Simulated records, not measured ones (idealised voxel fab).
process module | voxel wiring stack
In the cross-section labelled cut, the width is 280 nm and each square cell is 5 nm.
Cross-sections here: square-cell grids, written as top-down lists of bands, a band being one or more rows of cells. In this notation a band is specified by the heights of its top and bottom, in that order and in nm, after which its materials appear from left to right, each paired with its width in nm. The word "throughout" attached to a single material means that material fills the band from edge to edge; the word "air" stands for empty space. All heights in this document are referenced to 0, defined as the level beneath which the wafer, as received, consists entirely of one material. The lowest band is not bounded below; it extends indefinitely downward and is written in the form "0 down". Graded width ("30->40"): value in top row of band = first number; value in bottom row = second number; row-to-row change constant. Key: "no change" - step with no changed cell in the cross-section. Entrapped voids: empty space of 8 cells or more with no open way to the top, each as width x height at its distance from the left edge, in nm. Anything after a step's settings on that line? It's the simulator's own note about the step. overlay nm: how far to the right of its planned place the mask lay on this masked step (negative: to the left).
# Planned step list for the process
1,RECEIVE with material Si
2,CONFORMAL_DEP with material SiO2, thk nm 10
3,CONFORMAL_DEP with material SiN, thk nm 5
4,DIRECTIONAL_DEP with material lowk, thk nm 15
5,PATTERN with tone open, mask id METAL_1, material resist, width nm 20, pitch nm 35, thk nm 15, overlay nm 0
6,DIRECTIONAL_ETCH with etch materials lowk, depth nm 15
7,DIRECTIONAL_ETCH with etch materials SiN, depth nm 5
8,STRIP with etch materials resist
9,CONFORMAL_DEP with material TiN, thk nm 5
10,FILL_DEP with material Ru, thk nm 5
11,CMP with height nm 30
12,CONFORMAL_DEP with material SiCN, thk nm 5
13,DIRECTIONAL_DEP with material lowk, thk nm 30
14,PATTERN with tone open, mask id METAL_2_HOLES, material resist, width nm 15, pitch nm 35, thk nm 20, overlay nm 0
15,DIRECTIONAL_ETCH with etch materials lowk, depth nm 30
16,STRIP with etch materials resist
17,DIRECTIONAL_DEP with material aC, thk nm 10
18,PATTERN with tone open, mask id METAL_2, material resist, width nm 20, pitch nm 35, thk nm 30, overlay nm 0
19,DIRECTIONAL_ETCH with etch materials aC, depth nm 10
20,STRIP with etch materials resist
21,DIRECTIONAL_ETCH with etch materials lowk, depth nm 20
22,DIRECTIONAL_ETCH with etch materials SiCN, depth nm 5
23,STRIP with etch materials aC
24,CONFORMAL_DEP with material TiN, thk nm 5
25,FILL_DEP with material Cu, thk nm 10
26,CMP with height nm 65
27,CONFORMAL_DEP with material SiCN, thk nm 5
28,DIRECTIONAL_DEP with material SiO2, thk nm 15
29,MASKED_ETCH with tone open, mask id PLUG_2, width nm 15, pitch nm 35, etch materials SiO2, depth nm 15, overlay nm 0
30,MASKED_ETCH with tone open, mask id PLUG_2, width nm 15, pitch nm 35, etch materials SiCN, depth nm 5, overlay nm 0
31,CONFORMAL_DEP with material TiN, thk nm 5
32,FILL_DEP with material W, thk nm 5
33,CMP with height nm 85
34,CONFORMAL_DEP with material SiN, thk nm 5
35,DIRECTIONAL_DEP with material SiO2, thk nm 15
36,MASKED_ETCH with tone open, mask id METAL_3, width nm 20, pitch nm 35, etch materials SiO2, depth nm 15, overlay nm 0
37,MASKED_ETCH with tone open, mask id METAL_3, width nm 20, pitch nm 35, etch materials SiN, depth nm 5, overlay nm 0
38,CONFORMAL_DEP with material TiN, thk nm 5
39,FILL_DEP with material Ru, thk nm 10
40,CMP with height nm 105
41,CONFORMAL_DEP with material SiCN, thk nm 5
42,DIRECTIONAL_DEP with material lowk, thk nm 30
43,MASKED_ETCH with tone open, mask id METAL_4, width nm 20, pitch nm 35, etch materials lowk, depth nm 15, overlay nm 0
44,MASKED_ETCH with tone open, mask id METAL_4_HOLES, width nm 15, pitch nm 70, etch materials lowk, depth nm 15, overlay nm 0
45,MASKED_ETCH with tone open, mask id METAL_4_HOLES, width nm 15, pitch nm 70, etch materials SiCN, depth nm 5, overlay nm 0
46,CONFORMAL_DEP with material TiN, thk nm 5
47,FILL_DEP with material Ru, thk nm 5
48,CMP with height nm 140
49,CONFORMAL_DEP with material SiN, thk nm 5
# Cross-sectional view of the wafer in its as-received condition, corresponding to the state after step 1
- 0 down | Si throughout
- Entrapped voids: none
# Wafer cross-section at end of module: start and plan as shown above, one execution error
- 145 to 140 | SiN throughout
- 140 to 130 | 95 lowk / 5 TiN / 10 Ru / 5 TiN / 15 lowk / 5 TiN / 10 Ru / 5 TiN / 15 lowk / 5 TiN / 10 Ru / 5 TiN / 95 lowk
- 130 to 125 | 95 lowk / 5 TiN / 5 Ru / 10 TiN / 15 lowk / 20 TiN / 15 lowk / 5 TiN / 5 Ru / 10 TiN / 95 lowk
- 125 to 110 | 95 lowk / 5 TiN / 5 Ru / 5 TiN / 55 lowk / 5 TiN / 5 Ru / 5 TiN / 100 lowk
- 110 to 105 | 95 SiCN / 15 TiN / 55 SiCN / 15 TiN / 100 SiCN
- 105 to 90 | 95 SiO2 / 5 TiN / 10 Ru / 5 TiN / 15 SiO2 / 5 TiN / 10 Ru / 5 TiN / 15 SiO2 / 5 TiN / 10 Ru / 5 TiN / 95 SiO2
- 90 to 85 | 95 SiN / 20 TiN / 15 SiN / 20 TiN / 15 SiN / 20 TiN / 95 SiN
- 85 to 80 | 95 SiCN / 15 TiN / 20 SiCN / 15 TiN / 20 SiCN / 15 TiN / 100 SiCN
- 80 to 65 | SiO2 throughout
- 65 to 50 | 95 lowk / 5 TiN / 10 Cu / 5 TiN / 15 lowk / 5 TiN / 10 Cu / 5 TiN / 15 lowk / 5 TiN / 10 Cu / 5 TiN / 95 lowk
- 50 to 45 | 95 lowk / 5 TiN / 5 Cu / 10 TiN / 15 lowk / 5 TiN / 5 Cu / 10 TiN / 15 lowk / 5 TiN / 5 Cu / 10 TiN / 95 lowk
- 45 to 35 | 95 lowk / 5 TiN / 5 Cu / 5 TiN / 20 lowk / 5 TiN / 5 Cu / 5 TiN / 20 lowk / 5 TiN / 5 Cu / 5 TiN / 100 lowk
- 35 to 30 | 95 SiCN / 15 TiN / 20 SiCN / 15 TiN / 20 SiCN / 15 TiN / 100 SiCN
- 30 to 15 | 95 lowk / 5 TiN / 10 Ru / 5 TiN / 15 lowk / 5 TiN / 10 Ru / 5 TiN / 15 lowk / 5 TiN / 10 Ru / 5 TiN / 95 lowk
- 15 to 10 | 95 SiN / 20 TiN / 15 SiN / 20 TiN / 15 SiN / 20 TiN / 95 SiN
- 10 to 0 | SiO2 throughout
- 0 down | Si throughout
- Entrapped voids: none
The plan and the run diverged here: deviation from plan: step 28 and step 27 executed in one another's positions
